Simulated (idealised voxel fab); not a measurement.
process module | voxel local oxidation
cross-section cut | 240 nm wide | cells 5 nm
A cross-section is a grid of square cells, given in bands from the top down. A band is one or more rows of cells.
Each band's line starts with the height of the band's top and of its bottom, in nm. Then come its materials from left to right, each with its width in nm. One material with "throughout" fills the band from edge to edge. "air" is empty space.
Height 0 is the level under which the wafer as received is all one material. The lowest band goes on downwards, as in "0 down".
A width such as "30 to 40" changes by the same amount from each row of cells to the next, from the band's top row to its bottom row.
"no change" after a step means that no cell of the cross-section changed.
closed voids: empty space of 8 cells or more with no open way to the top, each as width x height at its distance from the left edge, in nm
after a step's settings: what the simulator itself notes on the step
overlay nm, on a step with a mask: how far to the right of its planned place the mask lay; to the left if negative
plan
1 op RECEIVE | material Si
2 op OXIDIZE | depth nm 5
3 op CONFORMAL_DEP | material SiN | thk nm 10
4 op DIRECTIONAL_DEP | material aC | thk nm 15
5 op PATTERN | tone cover | mask id ACTIVE | material resist | width nm 100 | thk nm 35 | overlay nm -15
6 op DIRECTIONAL_ETCH | etch materials aC | depth nm 15
7 op STRIP | etch materials resist
8 op DIRECTIONAL_ETCH | etch materials SiN | depth nm 10
9 op STRIP | etch materials aC
10 op SELECTIVE_ETCH | etch materials SiO2 | depth nm 5
11 op OXIDIZE | depth nm 15
12 op STRIP | etch materials SiN
varied across the wafers: overlay nm of step 5. The plan shows the first wafer's value. All wafers start alike
first wafer as received, after step 1
  0 down: Si throughout
  closed voids: none
first wafer at the end, after step 12
  0 to -5: air 60 | SiO2 90 | air 90
  -5 to -20: SiO2 75 | Si 60 | SiO2 105
  -20 down: Si throughout
  closed voids: none
last wafer at the end
  0 to -5: air 90 | SiO2 90 | air 60
  -5 to -20: SiO2 105 | Si 60 | SiO2 75
  -20 down: Si throughout
  closed voids: none
each wafer at the end: cells of each material gained (+) or lost (-) since it was received, then its closed voids
overlay nm -15 | -156 Si | +126 SiO2 | closed voids: none
overlay nm -10 | -156 Si | +126 SiO2 | closed voids: none
overlay nm -5 | -156 Si | +126 SiO2 | closed voids: none
overlay nm 0 | -156 Si | +126 SiO2 | closed voids: none
overlay nm 5 | -156 Si | +126 SiO2 | closed voids: none
overlay nm 10 | -156 Si | +126 SiO2 | closed voids: none
overlay nm 15 | -156 Si | +126 SiO2 | closed voids: none
